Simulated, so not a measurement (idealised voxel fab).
Proc. module: voxel wiring stack
The cross-section shown here is cut; it is 230 nm wide and divided into square cells measuring 5 nm on a side.
Think of the cross-section as a grid of square cells. We describe it in bands, top to bottom, and each band covers one or more rows of those cells. The entry gives the band's vertical extent as a top height and a bottom height in nm, then its horizontal make-up as materials from left to right, each with a width in nm. "blank" stands for empty space; a single material marked "everywhere" fills the band edge to edge. Below 0: as-received wafer, all one material; heights counted from there. Lowest band: no bottom, goes on down, written "0 down". Note: "30->40" means the width goes from the first number (top row of the band) to the second number (bottom row) in equal steps per row of cells. "no alterations made" means the step left every cell of the cross-section as it was. "Cavities, sealed" - sealed voids, min. 8 cells, no opening to top; format: width x height at distance (distance from left edge; nm throughout). Read whatever lies past the settings on a step's line as the simulator's own remark about the step. When a step includes a mask, the "overlay nm" setting on its line states how far to the right of its planned place that mask lay, and negative values state how far to the left.

## The steps planned for the process are as follows
1) RECEIVE (material Si)
2) CONFORMAL_DEP (material SiO2; thk nm 15)
3) CONFORMAL_DEP (material SiCN; thk nm 5)
4) DIRECTIONAL_DEP (material SiO2; thk nm 25)
5) DIRECTIONAL_DEP (material aC; thk nm 10)
6) PATTERN (tone open; mask id METAL_1; material resist; width nm 25; pitch nm 50; thk nm 25; overlay nm 0)
7) DIRECTIONAL_ETCH (etch materials aC; depth nm 10)
8) STRIP (etch materials resist)
9) DIRECTIONAL_ETCH (etch materials SiO2; depth nm 25)
10) DIRECTIONAL_ETCH (etch materials SiCN; depth nm 5)
11) STRIP (etch materials aC)
12) CONFORMAL_DEP (material TiN; thk nm 5)
13) FILL_DEP (material W; thk nm 5)
14) CMP (height nm 45)
15) CONFORMAL_DEP (material SiCN; thk nm 5)
16) DIRECTIONAL_DEP (material lowk; thk nm 15)
17) DIRECTIONAL_DEP (material aC; thk nm 15)
18) PATTERN (tone open; mask id PLUG_1; material resist; width nm 15; pitch nm 100; thk nm 35; overlay nm 0)
19) DIRECTIONAL_ETCH (etch materials aC; depth nm 15)
20) STRIP (etch materials resist)
21) DIRECTIONAL_ETCH (etch materials lowk; depth nm 15)
22) DIRECTIONAL_ETCH (etch materials SiCN; depth nm 5)
23) STRIP (etch materials aC)
24) EPI (material Ru; thk nm 10)
25) EPI (material Ru; thk nm 10)
26) CONFORMAL_DEP (material SiN; thk nm 5)
27) DIRECTIONAL_DEP (material SiO2; thk nm 20)
28) MASKED_ETCH (tone open; mask id METAL_2; width nm 15; pitch nm 50; etch materials SiO2; depth nm 20; overlay nm 0)
29) MASKED_ETCH (tone open; mask id METAL_2; width nm 25; pitch nm 50; etch materials SiN; depth nm 5; overlay nm 0)
30) CONFORMAL_DEP (material TiN; thk nm 5)
31) FILL_DEP (material Cu; thk nm 10)
32) CMP (height nm 90)
33) CONFORMAL_DEP (material SiCN; thk nm 5)
34) DIRECTIONAL_DEP (material SiO2; thk nm 10)
35) DIRECTIONAL_DEP (material aC; thk nm 15)
36) PATTERN (tone open; mask id PLUG_2; material resist; width nm 15; pitch nm 100; thk nm 30; overlay nm 0)
37) DIRECTIONAL_ETCH (etch materials aC; depth nm 15)
38) STRIP (etch materials resist)
39) DIRECTIONAL_ETCH (etch materials SiO2; depth nm 10)
40) DIRECTIONAL_ETCH (etch materials SiCN; depth nm 5)
41) STRIP (etch materials aC)
42) CONFORMAL_DEP (material TiN; thk nm 5)
43) FILL_DEP (material Ru; thk nm 5)
44) CMP (height nm 105)
45) DIRECTIONAL_DEP (material TiN; thk nm 5)
46) DIRECTIONAL_DEP (material Ru; thk nm 25)
47) DIRECTIONAL_DEP (material aC; thk nm 10)
48) PATTERN (tone cover; mask id METAL_3; material resist; width nm 25; pitch nm 50; thk nm 30; overlay nm 0)
49) DIRECTIONAL_ETCH (etch materials aC; depth nm 10)
50) STRIP (etch materials resist)
51) DIRECTIONAL_ETCH (etch materials Ru; depth nm 25)
52) DIRECTIONAL_ETCH (etch materials TiN; depth nm 5)
53) STRIP (etch materials aC)
54) CONFORMAL_DEP (material SiCN; thk nm 5)
55) FILL_DEP (material SiO2; thk nm 10)
56) CMP (height nm 135)
57) CONFORMAL_DEP (material SiCN; thk nm 5)
58) DIRECTIONAL_DEP (material lowk; thk nm 10)
59) PATTERN (tone open; mask id PLUG_3; material resist; width nm 15; pitch nm 100; thk nm 20; overlay nm 0)
60) DIRECTIONAL_ETCH (etch materials lowk; depth nm 10)
61) DIRECTIONAL_ETCH (etch materials SiCN; depth nm 5)
62) STRIP (etch materials resist)
63) CONFORMAL_DEP (material TiN; thk nm 5)
64) FILL_DEP (material Ru; thk nm 5)
65) CMP (height nm 150)
66) DIRECTIONAL_DEP (material TiN; thk nm 5)
67) DIRECTIONAL_DEP (material W; thk nm 20)
68) PATTERN (tone cover; mask id METAL_4; material resist; width nm 25; pitch nm 50; thk nm 20; overlay nm 0)
69) DIRECTIONAL_ETCH (etch materials W; depth nm 20)
70) DIRECTIONAL_ETCH (etch materials TiN; depth nm 5)
71) STRIP (etch materials resist)
72) FILL_DEP (material SiO2; thk nm 5)
73) CMP (height nm 175)
74) CONFORMAL_DEP (material SiN; thk nm 5)
The plan shows the width nm of step 28 as the first wafer had it; this setting differs between the wafers, which start out alike.

## The first of several wafers as received, shown in cross-section; this is its state after step 1
0 down = Si everywhere
Cavities, sealed: none

## Depicted here is the first of several wafers in cross-section, at module completion following the last step, step 74
180 to 175 = SiN everywhere
175 to 155 = SiO2: 25 / W: 25 / SiO2: 25 / W: 25 / SiO2: 25 / W: 25 / SiO2: 25 / W: 25 / SiO2: 30
155 to 150 = SiO2: 25 / TiN: 25 / SiO2: 25 / TiN: 25 / SiO2: 25 / TiN: 25 / SiO2: 25 / TiN: 25 / SiO2: 30
150 to 140 = lowk: 25 / TiN: 5 / Ru: 5 / TiN: 5 / lowk: 85 / TiN: 5 / Ru: 5 / TiN: 5 / lowk: 90
140 to 135 = SiCN: 25 / TiN: 15 / SiCN: 85 / TiN: 15 / SiCN: 90
135 to 110 = SiO2: 20 / SiCN: 5 / Ru: 25 / SiCN: 5 / SiO2: 15 / SiCN: 5 / Ru: 25 / SiCN: 5 / SiO2: 15 / SiCN: 5 / Ru: 25 / SiCN: 5 / SiO2: 15 / SiCN: 5 / Ru: 25 / SiCN: 5 / SiO2: 25
110 to 105 = SiCN: 25 / TiN: 25 / SiCN: 25 / TiN: 25 / SiCN: 25 / TiN: 25 / SiCN: 25 / TiN: 25 / SiCN: 30
105 to 95 = SiO2: 25 / TiN: 5 / Ru: 5 / TiN: 5 / SiO2: 85 / TiN: 5 / Ru: 5 / TiN: 5 / SiO2: 90
95 to 90 = SiCN: 25 / TiN: 15 / SiCN: 85 / TiN: 15 / SiCN: 90
90 to 70 = SiO2: 30 / TiN: 5 / Cu: 5 / TiN: 5 / SiO2: 35 / TiN: 5 / Cu: 5 / TiN: 5 / SiO2: 35 / TiN: 5 / Cu: 5 / TiN: 5 / SiO2: 35 / TiN: 5 / Cu: 5 / TiN: 5 / SiO2: 35
70 to 65 = SiN: 30 / TiN: 15 / SiN: 35 / TiN: 15 / SiN: 35 / TiN: 15 / SiN: 35 / TiN: 15 / SiN: 35
65 to 50 = lowk: 25 / Ru: 15 / lowk: 85 / Ru: 15 / lowk: 90
50 to 45 = SiCN: 25 / Ru: 15 / SiCN: 85 / Ru: 15 / SiCN: 90
45 to 20 = SiO2: 25 / TiN: 5 / W: 15 / TiN: 5 / SiO2: 25 / TiN: 5 / W: 15 / TiN: 5 / SiO2: 25 / TiN: 5 / W: 15 / TiN: 5 / SiO2: 25 / TiN: 5 / W: 15 / TiN: 5 / SiO2: 30
20 to 15 = SiCN: 25 / TiN: 25 / SiCN: 25 / TiN: 25 / SiCN: 25 / TiN: 25 / SiCN: 25 / TiN: 25 / SiCN: 30
15 to 0 = SiO2 everywhere
0 down = Si everywhere
Cavities, sealed: none

## last wafer at the end
180 to 175 = SiN everywhere
175 to 155 = SiO2: 25 / W: 25 / SiO2: 25 / W: 25 / SiO2: 25 / W: 25 / SiO2: 25 / W: 25 / SiO2: 30
155 to 150 = SiO2: 25 / TiN: 25 / SiO2: 25 / TiN: 25 / SiO2: 25 / TiN: 25 / SiO2: 25 / TiN: 25 / SiO2: 30
150 to 140 = lowk: 25 / TiN: 5 / Ru: 5 / TiN: 5 / lowk: 85 / TiN: 5 / Ru: 5 / TiN: 5 / lowk: 90
140 to 135 = SiCN: 25 / TiN: 15 / SiCN: 85 / TiN: 15 / SiCN: 90
135 to 110 = SiO2: 20 / SiCN: 5 / Ru: 25 / SiCN: 5 / SiO2: 15 / SiCN: 5 / Ru: 25 / SiCN: 5 / SiO2: 15 / SiCN: 5 / Ru: 25 / SiCN: 5 / SiO2: 15 / SiCN: 5 / Ru: 25 / SiCN: 5 / SiO2: 25
110 to 105 = SiCN: 25 / TiN: 25 / SiCN: 25 / TiN: 25 / SiCN: 25 / TiN: 25 / SiCN: 25 / TiN: 25 / SiCN: 30
105 to 95 = SiO2: 25 / TiN: 5 / Ru: 5 / TiN: 5 / SiO2: 85 / TiN: 5 / Ru: 5 / TiN: 5 / SiO2: 90
95 to 90 = SiCN: 25 / TiN: 15 / SiCN: 85 / TiN: 15 / SiCN: 90
90 to 75 = SiO2: 20 / TiN: 5 / Cu: 25 / TiN: 5 / SiO2: 15 / TiN: 5 / Cu: 25 / TiN: 5 / SiO2: 15 / TiN: 5 / Cu: 25 / TiN: 5 / SiO2: 15 / TiN: 5 / Cu: 25 / TiN: 5 / SiO2: 25
75 to 70 = SiO2: 20 / TiN: 10 / Cu: 15 / TiN: 10 / SiO2: 15 / TiN: 10 / Cu: 15 / TiN: 10 / SiO2: 15 / TiN: 10 / Cu: 15 / TiN: 10 / SiO2: 15 / TiN: 10 / Cu: 15 / TiN: 10 / SiO2: 25
70 to 65 = SiN: 25 / TiN: 25 / SiN: 25 / TiN: 25 / SiN: 25 / TiN: 25 / SiN: 25 / TiN: 25 / SiN: 30
65 to 50 = lowk: 25 / Ru: 15 / lowk: 85 / Ru: 15 / lowk: 90
50 to 45 = SiCN: 25 / Ru: 15 / SiCN: 85 / Ru: 15 / SiCN: 90
45 to 20 = SiO2: 25 / TiN: 5 / W: 15 / TiN: 5 / SiO2: 25 / TiN: 5 / W: 15 / TiN: 5 / SiO2: 25 / TiN: 5 / W: 15 / TiN: 5 / SiO2: 25 / TiN: 5 / W: 15 / TiN: 5 / SiO2: 30
20 to 15 = SiCN: 25 / TiN: 25 / SiCN: 25 / TiN: 25 / SiCN: 25 / TiN: 25 / SiCN: 25 / TiN: 25 / SiCN: 30
15 to 0 = SiO2 everywhere
0 down = Si everywhere
Cavities, sealed: none

## each wafer at the end: cells of each material gained (+) or lost (-) since it was received, then its closed voids
width nm 15; +16 Cu; +132 Ru; +212 SiCN; +80 SiN; +704 SiO2; +172 TiN; +140 W; +200 lowk; Cavities, sealed: none
width nm 20; +32 Cu; +132 Ru; +212 SiCN; +76 SiN; +688 SiO2; +176 TiN; +140 W; +200 lowk; Cavities, sealed: none
width nm 25; +48 Cu; +132 Ru; +212 SiCN; +72 SiN; +672 SiO2; +180 TiN; +140 W; +200 lowk; Cavities, sealed: none
width nm 30; +60 Cu; +132 Ru; +212 SiCN; +72 SiN; +656 SiO2; +184 TiN; +140 W; +200 lowk; Cavities, sealed: none
width nm 35; +72 Cu; +132 Ru; +212 SiCN; +72 SiN; +640 SiO2; +188 TiN; +140 W; +200 lowk; Cavities, sealed: none
